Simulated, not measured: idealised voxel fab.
voxel capacitor over wiring: a process module
The figure presents cross-section cut, which has a width of 295 nm and is divided into square cells with an edge length of 5 nm.
Reading order for cross-sections: top band down to bottom band. Underlying form: a grid of square cells. Band size: one or more rows of cells.
Look at the band entry: it leads with the top's height and the bottom's height in nm. Then it lists the materials left to right, with a width in nm for each. The word "throughout" on a single material says that material fills the band edge to edge. The word "empty" is empty space.
The reference from which all heights are counted is 0, the level beneath which the as-received wafer is entirely one material; the lowest band, having no lower bound, proceeds downward and is written after the example "0 -> down".
Think of "30..40" as a width that walks from the first number to the second as you go down the band, top row to bottom row, taking equal-sized steps from row to row.
"all unchanged" -> step changed no cross-section cell.
Each empty space that has no open way to the top and spans at least 8 cells appears under "Tabulated closed voids" as width x height at distance, the distance counted from the left edge, all in nm.
What comes after the settings on a step's line is commentary from the simulator itself on that step.
The setting "overlay nm" may be written on the line of a step. When the step uses a mask, the value reports how far to the right of the planned place the mask lay, and a negative value reports that it lay to the left.
[Here's what the planned process steps look like]
1. RECEIVE,material Si
2. CONFORMAL_DEP,material SiO2,thk nm 15
3. CONFORMAL_DEP,material SiCN,thk nm 5
4. DIRECTIONAL_DEP,material lowk,thk nm 15
5. DIRECTIONAL_DEP,material aC,thk nm 10
6. PATTERN,tone open,mask id METAL_1,material resist,width nm 20,pitch nm 85,thk nm 30,overlay nm 0
7. DIRECTIONAL_ETCH,etch materials aC,depth nm 10
8. STRIP,etch materials resist
9. DIRECTIONAL_ETCH,etch materials lowk,depth nm 15
10. DIRECTIONAL_ETCH,etch materials SiCN,depth nm 5
11. STRIP,etch materials aC
12. CONFORMAL_DEP,material TiN,thk nm 5
13. FILL_DEP,material Cu,thk nm 10
14. CMP,height nm 35
15. CONFORMAL_DEP,material SiCN,thk nm 5
16. DIRECTIONAL_DEP,material SiO2,thk nm 20
17. PATTERN,tone open,mask id PLUG_1,material resist,width nm 15,thk nm 20,overlay nm 0
18. DIRECTIONAL_ETCH,etch materials SiO2,depth nm 20
19. DIRECTIONAL_ETCH,etch materials SiCN,depth nm 5
20. STRIP,etch materials resist
21. EPI,material Ru,thk nm 10
22. EPI,material Ru,thk nm 10
23. EPI,material Ru,thk nm 5
24. DIRECTIONAL_DEP,material TiN,thk nm 5
25. DIRECTIONAL_DEP,material HfO2,thk nm 5
26. DIRECTIONAL_DEP,material TiN,thk nm 5
27. DIRECTIONAL_DEP,material aC,thk nm 15
28. PATTERN,tone cover,mask id UPPER_PLATE,material resist,width nm 70,thk nm 35,overlay nm 0
29. DIRECTIONAL_ETCH,etch materials aC,depth nm 15
30. STRIP,etch materials resist
31. DIRECTIONAL_ETCH,etch materials TiN,depth nm 5
32. DIRECTIONAL_ETCH,etch materials HfO2,depth nm 5
33. STRIP,etch materials aC
34. DIRECTIONAL_DEP,material aC,thk nm 15
35. PATTERN,tone cover,mask id LOWER_PLATE,material resist,width nm 80,thk nm 35,overlay nm 0
36. DIRECTIONAL_ETCH,etch materials aC,depth nm 15
37. STRIP,etch materials resist
38. DIRECTIONAL_ETCH,etch materials TiN,depth nm 5
39. STRIP,etch materials aC
40. FILL_DEP,material SiO2,thk nm 20
41. CMP,height nm 90
42. DIRECTIONAL_DEP,material aC,thk nm 15
43. PATTERN,tone open,mask id PLUG_2,material resist,width nm 15,thk nm 35,overlay nm 0
44. DIRECTIONAL_ETCH,etch materials aC,depth nm 15
45. STRIP,etch materials resist
46. DIRECTIONAL_ETCH,etch materials SiO2,depth nm 15
47. STRIP,etch materials aC
48. CONFORMAL_DEP,material TiN,thk nm 5
49. FILL_DEP,material Cu,thk nm 10
50. CMP,height nm 90
51. CONFORMAL_DEP,material SiCN,thk nm 5
[As-received wafer cross-section (after step 1)]
	0 -> down = Si throughout
	Tabulated closed voids: none
[Below is the wafer in cross-section after the module was completed. It began from the starting point shown above and followed the plan shown above, except that one mistake was made while running it]
	95 -> 90 = SiCN throughout
	90 -> 80 = 110 nm SiO2  5 nm TiN  5 nm Cu  5 nm TiN  170 nm SiO2
	80 -> 70 = 110..100 nm SiO2  15..70 nm TiN  170..125 nm SiO2
	70 -> 65 = 100 nm SiO2  70 nm HfO2  125 nm SiO2
	65 -> 60 = 95 nm SiO2  80 nm TiN  120 nm SiO2
	60 -> 40 = 100 nm SiO2  15 nm Ru  180 nm SiO2
	40 -> 35 = 100 nm SiCN  15 nm Ru  180 nm SiCN
	35 -> 25 = 95 nm lowk  5 nm TiN  10 nm Cu  5 nm TiN  65 nm lowk  5 nm TiN  10 nm Cu  5 nm TiN  95 nm lowk
	25 -> 20 = 95 nm lowk  20 nm TiN  65 nm lowk  20 nm TiN  95 nm lowk
	20 -> 15 = TiN throughout
	15 -> 0 = SiO2 throughout
	0 -> down = Si throughout
	Tabulated closed voids: none
Run error: step 3, actual vs plan mismatch, actual run CONFORMAL_DEP,material TiN,thk nm 5
